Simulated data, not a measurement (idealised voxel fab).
Name of the process module below: voxel self aligned contacts
In the cross-section labelled cut, the width is 175 nm and each square cell is 5 nm.
How to read a cross-section here: the picture is a grid of square cells, written as bands going from the top down, and any band can span one or more rows of cells.
Top height, bottom height, nm. Materials left to right, width each, nm. Single material + "all across" = fills band edge to edge. "empty" = empty.
Heights are reckoned from 0. Under this level, the received wafer is all of one material. The bottommost band is open-ended downward, for example "from 0 down".
Note: "30 to 40" means the width goes from the first number (top row of the band) to the second number (bottom row) in equal steps per row of cells.
Any step labelled "remained unchanged" changed none of the cells in the cross-section.
Enclosed voids (no open way to top), threshold 8 cells or more, entry "Non-vented voids", notation width x height at distance, distance from left edge, nm.
Read whatever lies past the settings on a step's line as the simulator's own remark about the step.
overlay nm: right-of-plan distance of the mask on a masked step; negative values mean left-of-plan.

Planned process steps
step 1: RECEIVE [material Si]
step 2: CONFORMAL_DEP [material SiO2] [thk nm 5]
step 3: DIRECTIONAL_DEP [material polySi] [thk nm 25]
step 4: DIRECTIONAL_DEP [material SiN] [thk nm 15]
step 5: DIRECTIONAL_DEP [material aC] [thk nm 10]
step 6: PATTERN [tone cover] [mask id GATE] [material resist] [width nm 20] [pitch nm 60] [thk nm 30] [overlay nm 0]
step 7: DIRECTIONAL_ETCH [etch materials aC] [depth nm 10]
step 8: STRIP [etch materials resist]
step 9: DIRECTIONAL_ETCH [etch materials SiN] [depth nm 15]
step 10: DIRECTIONAL_ETCH [etch materials polySi] [depth nm 25]
step 11: STRIP [etch materials aC]
step 12: CONFORMAL_DEP [material SiN] [thk nm 5]
step 13: DIRECTIONAL_ETCH [etch materials SiN] [depth nm 5]
step 14: FILL_DEP [material SiO2] [thk nm 15]
step 15: CMP [height nm 55]
step 16: DIRECTIONAL_DEP [material aC] [thk nm 10]
step 17: PATTERN [tone open] [mask id CONTACT] [material resist] [width nm 40] [thk nm 30] [overlay nm 0]
step 18: DIRECTIONAL_ETCH [etch materials aC] [depth nm 10]
step 19: STRIP [etch materials resist]
step 20: DIRECTIONAL_ETCH [etch materials SiO2] [depth nm 55]
step 21: STRIP [etch materials aC]
step 22: CONFORMAL_DEP [material TiN] [thk nm 5]
step 23: FILL_DEP [material Ru] [thk nm 5]
step 24: CMP [height nm 55]
step 25: CONFORMAL_DEP [material SiCN] [thk nm 5]
What sets these wafers apart? The width nm at step 6. They all start alike, and the plan carries the first wafer's value.

Cross-section of the first of several wafers on receipt, reflecting completion of step 1
  from 0 down | Si all across
  Non-vented voids: none

At the end of the module, after its last step, step 25, the first of several wafers appears in cross-section as follows
  from 60 to 55 | SiCN all across
  from 55 to 45 | SiO2 (65)  TiN (5 to 10)  Ru (30 to 20)  TiN (5 to 10)  SiO2 (70)
  from 45 to 30 | SiO2 (40)  SiN (30)  TiN (5)  Ru (20)  TiN (5)  SiN (30)  SiO2 (45)
  from 30 to 5 | SiO2 (40)  SiN (5)  polySi (20)  SiN (5)  TiN (5)  Ru (20)  TiN (5)  SiN (5)  polySi (20)  SiN (5)  SiO2 (45)
  from 5 to 0 | SiO2 (70)  TiN (30)  SiO2 (75)
  from 0 down | Si all across
  Non-vented voids: none

Showing the last wafer in cross-section at the end of the module
  from 60 to 55 | SiCN all across
  from 55 to 50 | SiO2 (65)  TiN (5)  Ru (30)  TiN (5)  SiO2 (70)
  from 50 to 45 | SiO2 (65)  TiN (40)  SiO2 (70)
  from 45 to 30 | SiO2 (30)  SiN (55)  TiN (5)  SiN (55)  SiO2 (30)
  from 30 to 5 | SiO2 (30)  SiN (5)  polySi (45)  SiN (5)  TiN (5)  SiN (5)  polySi (45)  SiN (5)  SiO2 (30)
  from 5 to 0 | SiO2 (85)  TiN (5)  SiO2 (85)
  from 0 down | Si all across
  Non-vented voids: none

Row per wafer, end-of-module: cell gain (+)/loss (-) by material since the wafer came in, then closed voids
width nm 20; +42 Ru; +35 SiCN; +56 SiN; +219 SiO2; +28 TiN; +40 polySi; Non-vented voids: none
width nm 25; +33 Ru; +35 SiCN; +62 SiN; +212 SiO2; +28 TiN; +50 polySi; Non-vented voids: none
width nm 30; +24 Ru; +35 SiCN; +68 SiN; +205 SiO2; +28 TiN; +60 polySi; Non-vented voids: none
width nm 35; +15 Ru; +35 SiCN; +74 SiN; +198 SiO2; +28 TiN; +70 polySi; Non-vented voids: none
width nm 40; +6 Ru; +35 SiCN; +80 SiN; +191 SiO2; +28 TiN; +80 polySi; Non-vented voids: none
width nm 45; +6 Ru; +35 SiCN; +86 SiN; +184 SiO2; +19 TiN; +90 polySi; Non-vented voids: none
